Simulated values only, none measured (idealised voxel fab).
The process module presented herein is designated voxel capacitor over wiring.
Square cell edge 5 nm, section width 275 nm, ID cut.
Cross-section spec: square-cell grid; bands listed top down; each band is one or more rows.
Look at the band entry: it leads with the top's height and the bottom's height in nm. Then it lists the materials left to right, with a width in nm for each. The word "throughout" on a single material says that material fills the band edge to edge. The word "air" is empty space.
The level at which height equals 0 is the one under which the wafer, as it arrives, is entirely one material. No lower edge exists for the bottom band, which continues downward and is notated as in "from 0 down".
Read "30..40" as a graded width: first number on top, second number at the bottom, same change between each pair of neighbouring rows.
The designation "everything unchanged", where it is given for a processing step, indicates that no cell of the cross-section was altered in the course of that step.
The list in "Sealed cavities" covers empty spaces of 8 cells or more that cannot reach the top through any open way, and it gives each as width x height at distance; the distance is from the left edge, and width, height and distance are in nm.
Read whatever lies past the settings on a step's line as the simulator's own remark about the step.
The "overlay nm" setting may appear on a step's line; for a step that uses a mask, it gives how far to the right of its planned position the mask lay, and a negative value indicates the left.

The following list gives the planned process steps
| 1 | RECEIVE,material Si |
| 2 | CONFORMAL_DEP,material SiO2,thk nm 10 |
| 3 | CONFORMAL_DEP,material SiCN,thk nm 5 |
| 4 | DIRECTIONAL_DEP,material lowk,thk nm 20 |
| 5 | DIRECTIONAL_DEP,material aC,thk nm 15 |
| 6 | PATTERN,tone open,mask id METAL_1,material resist,width nm 20,pitch nm 75,thk nm 30,overlay nm 0 |
| 7 | DIRECTIONAL_ETCH,etch materials aC,depth nm 15 |
| 8 | STRIP,etch materials resist |
| 9 | DIRECTIONAL_ETCH,etch materials lowk,depth nm 20 |
| 10 | DIRECTIONAL_ETCH,etch materials SiCN,depth nm 5 |
| 11 | STRIP,etch materials aC |
| 12 | CONFORMAL_DEP,material TiN,thk nm 5 |
| 13 | FILL_DEP,material Cu,thk nm 10 |
| 14 | CMP,height nm 35 |
| 15 | CONFORMAL_DEP,material SiCN,thk nm 5 |
| 16 | DIRECTIONAL_DEP,material SiO2,thk nm 10 |
| 17 | DIRECTIONAL_DEP,material aC,thk nm 10 |
| 18 | PATTERN,tone open,mask id PLUG_1,material resist,width nm 15,thk nm 25,overlay nm 0 |
| 19 | DIRECTIONAL_ETCH,etch materials aC,depth nm 10 |
| 20 | STRIP,etch materials resist |
| 21 | DIRECTIONAL_ETCH,etch materials SiO2,depth nm 10 |
| 22 | DIRECTIONAL_ETCH,etch materials SiCN,depth nm 5 |
| 23 | STRIP,etch materials aC |
| 24 | EPI,material Ru,thk nm 10 |
| 25 | EPI,material Ru,thk nm 5 |
| 26 | DIRECTIONAL_DEP,material TiN,thk nm 10 |
| 27 | DIRECTIONAL_DEP,material SiN,thk nm 5 |
| 28 | DIRECTIONAL_DEP,material TiN,thk nm 5 |
| 29 | PATTERN,tone cover,mask id UPPER_PLATE,material resist,width nm 60,thk nm 20,overlay nm 0 |
| 30 | DIRECTIONAL_ETCH,etch materials TiN,depth nm 5 |
| 31 | DIRECTIONAL_ETCH,etch materials SiN,depth nm 5 |
| 32 | STRIP,etch materials resist |
| 33 | MASKED_ETCH,tone cover,mask id LOWER_PLATE,width nm 70,etch materials TiN,depth nm 10,overlay nm 0 |
| 34 | FILL_DEP,material SiO2,thk nm 15 |
| 35 | CMP,height nm 80 |
| 36 | MASKED_ETCH,tone open,mask id PLUG_2,width nm 15,etch materials SiO2,depth nm 10,overlay nm 0 |
| 37 | CONFORMAL_DEP,material TiN,thk nm 5 |
| 38 | FILL_DEP,material W,thk nm 10 |
| 39 | CMP,height nm 80 |
| 40 | CONFORMAL_DEP,material SiCN,thk nm 5 |

As-received state of the wafer in cross-section, equivalent to post-step 1
- from 0 down: Si throughout
- Sealed cavities: none

End-of-module XS, first of two wafers, run as planned
- from 85 to 80: SiCN throughout
- from 80 to 75: 105 of SiO2  5 of TiN  5 of W  5 of TiN  155 of SiO2
- from 75 to 65: 105..95 of SiO2  15..60 of TiN  155..120 of SiO2
- from 65 to 60: 95 of SiO2  60 of SiN  120 of SiO2
- from 60 to 50: 90 of SiO2  70 of TiN  115 of SiO2
- from 50 to 40: 95 of SiO2  15 of Ru  165 of SiO2
- from 40 to 35: 95 of SiCN  15 of Ru  165 of SiCN
- from 35 to 15: 90 of lowk  5 of TiN  10 of Cu  5 of TiN  55 of lowk  5 of TiN  10 of Cu  5 of TiN  90 of lowk
- from 15 to 10: 90 of SiCN  20 of TiN  55 of SiCN  20 of TiN  90 of SiCN
- from 10 to 0: SiO2 throughout
- from 0 down: Si throughout
- Sealed cavities: none

Second wafer of the two, sectioned at the end of the module. It began like the first and followed the same plan, but one mistake was made while running it
- from 85 to 80: SiCN throughout
- from 80 to 75: 105 of SiO2  5 of TiN  5 of W  5 of TiN  155 of SiO2
- from 75 to 65: 105..110 of SiO2  15..45 of TiN  155..120 of SiO2
- from 65 to 60: 110 of SiO2  45 of SiN  120 of SiO2
- from 60 to 55: 90 of SiO2  5 of TiN  15 of SiO2  50 of TiN  115 of SiO2
- from 55 to 50: 90 of SiO2  70 of TiN  115 of SiO2
- from 50 to 45: 95 of SiO2  15 of SiN  165 of SiO2
- from 45 to 40: 95 of SiO2  15 of TiN  165 of SiO2
- from 40 to 35: 95 of SiCN  15 of TiN  165 of SiCN
- from 35 to 15: 85 of Cu  5 of TiN  20 of lowk  5 of TiN  45 of Cu  5 of TiN  20 of lowk  5 of TiN  85 of Cu
- from 15 to 10: 90 of TiN  20 of SiCN  55 of TiN  20 of SiCN  90 of TiN
- from 10 to 0: SiO2 throughout
- from 0 down: Si throughout
- Sealed cavities: none
It is concluded that the wafer was processed incorrectly with respect to the plan, in that step 6, actual vs plan mismatch, actual run PATTERN,tone cover,mask id METAL_1,material resist,width nm 20,pitch nm 75,thk nm 30,overlay nm 0
Looking at both finished wafers in cells, the second ends up ahead of or behind the first on some materials: Cu +156 | Ru -9 | SiCN -39 | SiO2 +9 | TiN +39 | lowk -156
